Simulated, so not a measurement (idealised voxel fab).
Process module under the name voxel self aligned vias
Xsec cut, 250 nm wide, square cell size 5 nm.
Reading order for cross-sections: top band down to bottom band. Underlying form: a grid of square cells. Band size: one or more rows of cells.
Heads up on the band format: heights come first, top then bottom, in nm. After that it's the materials left to right, each with its width in nm. A single material flagged "edge to edge" fills the whole band edge to edge, and "blank" means there's empty space there.
Ref level 0: as-received wafer is one material below here. Bottom band extends down with no lower bound ("top 0, no bottom").
It should be noted that a width expressed as "30->40" varies in equal increments from row to row of cells within the band, taking the value of the first number at the top row and that of the second number at the bottom row.
You'll sometimes find "remained unchanged" written for a step, and that's the way of saying that nowhere in the cross-section did a cell change during that step.
"Closed void listing" - sealed voids, min. 8 cells, no opening to top; format: width x height at distance (distance from left edge; nm throughout).
Post-settings text on a step line: simulator's own remark regarding the step.
overlay nm: how far to the right of its planned place the mask lay on this masked step (negative: to the left).

# So here's the lineup of process steps we planned
1) RECEIVE: material Si
2) CONFORMAL_DEP: material SiO2, thk nm 15
3) CONFORMAL_DEP: material SiCN, thk nm 5
4) DIRECTIONAL_DEP: material SiO2, thk nm 30
5) PATTERN: tone open, mask id LINES, material resist, width nm 30, pitch nm 65, thk nm 15, overlay nm 0
6) DIRECTIONAL_ETCH: etch materials SiO2, depth nm 30
7) STRIP: etch materials resist
8) CONFORMAL_DEP: material TiN, thk nm 5
9) FILL_DEP: material Ru, thk nm 5
10) CMP: height nm 50
11) SELECTIVE_ETCH: etch materials W Ru TiN, depth nm 5
12) FILL_DEP: material SiN, thk nm 10
13) CMP: height nm 50
14) DIRECTIONAL_DEP: material SiO2, thk nm 15
15) MASKED_ETCH: tone open, mask id VIAS, width nm 50, pitch nm 65, etch materials SiO2, depth nm 15, overlay nm 0
16) MASKED_ETCH: tone open, mask id VIAS, width nm 50, pitch nm 65, etch materials SiN, depth nm 5, overlay nm 0
17) CONFORMAL_DEP: material TiN, thk nm 5
18) FILL_DEP: material W, thk nm 10
19) CMP: height nm 65
20) CONFORMAL_DEP: material SiN, thk nm 5

# as received, after step 1
  top 0, no bottom | Si edge to edge
  Closed void listing: none

# Cross-sectional view of the first of the two wafers upon completion of the module, processed in accordance with the plan
  top 70, bottom 65 | SiN edge to edge
  top 65, bottom 55 | 65 SiO2  5 TiN  40 W  5 TiN  15 SiO2  5 TiN  40 W  5 TiN  70 SiO2
  top 55, bottom 50 | 65 SiO2  15 TiN  20 W  15 TiN  15 SiO2  15 TiN  20 W  15 TiN  70 SiO2
  top 50, bottom 45 | 75 SiO2  30 TiN  35 SiO2  30 TiN  80 SiO2
  top 45, bottom 25 | 75 SiO2  5 TiN  20 Ru  5 TiN  35 SiO2  5 TiN  20 Ru  5 TiN  80 SiO2
  top 25, bottom 20 | 75 SiO2  30 TiN  35 SiO2  30 TiN  80 SiO2
  top 20, bottom 15 | SiCN edge to edge
  top 15, bottom 0 | SiO2 edge to edge
  top 0, no bottom | Si edge to edge
  Closed void listing: none

# What the second wafer looks like in cross-section once the module is done. Its start and its plan matched the first wafer's exactly; what differed was one mistake in how it was run
  top 70, bottom 65 | SiN edge to edge
  top 65, bottom 50 | 65 SiO2  5 TiN  40 W  5 TiN  15 SiO2  5 TiN  40 W  5 TiN  70 SiO2
  top 50, bottom 45 | 65 SiO2  50 TiN  15 SiO2  50 TiN  70 SiO2
  top 45, bottom 25 | 75 SiO2  5 TiN  20 Ru  5 TiN  35 SiO2  5 TiN  20 Ru  5 TiN  80 SiO2
  top 25, bottom 20 | 75 SiO2  30 TiN  35 SiO2  30 TiN  80 SiO2
  top 20, bottom 15 | SiCN edge to edge
  top 15, bottom 0 | SiO2 edge to edge
  top 0, no bottom | Si edge to edge
  Closed void listing: none
Finding, execution versus plan: heads up, step 15 didn't go per plan, it actually ran as MASKED_ETCH: tone open, mask id VIAS, width nm 50, pitch nm 65, etch materials SiO2, depth nm 20, overlay nm 0
Final tally in cells, some materials are higher or lower on the second wafer than on the first: SiO2 -8; W +8
